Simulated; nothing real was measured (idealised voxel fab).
Process module in this document: voxel released beams
Square cells of 5 nm make up the cross-section cut, whose width is 240 nm.
Just so we're on the same page, the cross-sections are grids of square cells, and they're listed out in bands top to bottom, each band one or more rows deep. The entry gives the band's vertical extent as a top height and a bottom height in nm, then its horizontal make-up as materials from left to right, each with a width in nm. "air" stands for empty space; a single material marked "throughout" fills the band edge to edge. Basically, 0 is our baseline, since under it the wafer straight out of the box is all one material. The bottom band has no lower end and keeps on going down, so it looks like "0 down". The two numbers in a width such as "30 to 40" mark its ends across the band: the first belongs to the top row of cells, the second to the bottom row, and from each row to the next the width moves by the same amount. Where a step carries "identical to before", the cross-section came out of it unchanged, cell for cell. Look at "Enclosed void listing" for the closed voids: empty spaces with no open path to the top, sized 8 cells or up. Each is width x height at distance, distance from the left edge, all nm. Text after the settings on a step's line: the simulator's own remark on that step. overlay nm: step with mask; distance mask lay right of planned place; negative value = left of planned place.
## This section lists the process steps that were planned
step 1: RECEIVE,material Si
step 2: CONFORMAL_DEP,material Al2O3,thk nm 5
step 3: DIRECTIONAL_DEP,material SiO2,thk nm 20
step 4: MASKED_ETCH,tone open,mask id ANCHOR,width nm 25,etch materials SiO2,depth nm 20,overlay nm 0
step 5: CONFORMAL_DEP,material polySi,thk nm 10
step 6: MASKED_ETCH,tone cover,mask id BEAM,width nm 110,etch materials polySi,depth nm 10,overlay nm 0
step 7: STRIP,etch materials SiO2
## as received, after step 1
0 down = Si throughout
Enclosed void listing: none
## Cross-sectional view of the first of the two wafers upon completion of the module, processed in accordance with the plan
35 to 25 = 60 of air, 15 of polySi, 5 of air, 90 of polySi, 70 of air
25 to 15 = 65 of air, 10 of polySi, 5 of air, 10 of polySi, 150 of air
15 to 5 = 65 of air, 25 of polySi, 150 of air
5 to 0 = Al2O3 throughout
0 down = Si throughout
Enclosed void listing: none
## What the second wafer looks like in cross-section once the module is done. Its start and its plan matched the first wafer's exactly; what differed was one mistake in how it was run
35 to 25 = 60 of air, 25 of polySi, 5 of air, 80 of polySi, 70 of air
25 to 15 = 75 of air, 10 of polySi, 5 of air, 10 of polySi, 140 of air
15 to 5 = 75 of air, 25 of polySi, 140 of air
5 to 0 = Al2O3 throughout
0 down = Si throughout
Enclosed void listing: none
Misprocessing identified: step 4 did not use the planned setting and instead ran as MASKED_ETCH,tone open,mask id ANCHOR,width nm 25,etch materials SiO2,depth nm 20,overlay nm 10
At the end, each material covers as many cells on the second wafer as it does on the first, though the cells it covers are elsewhere.
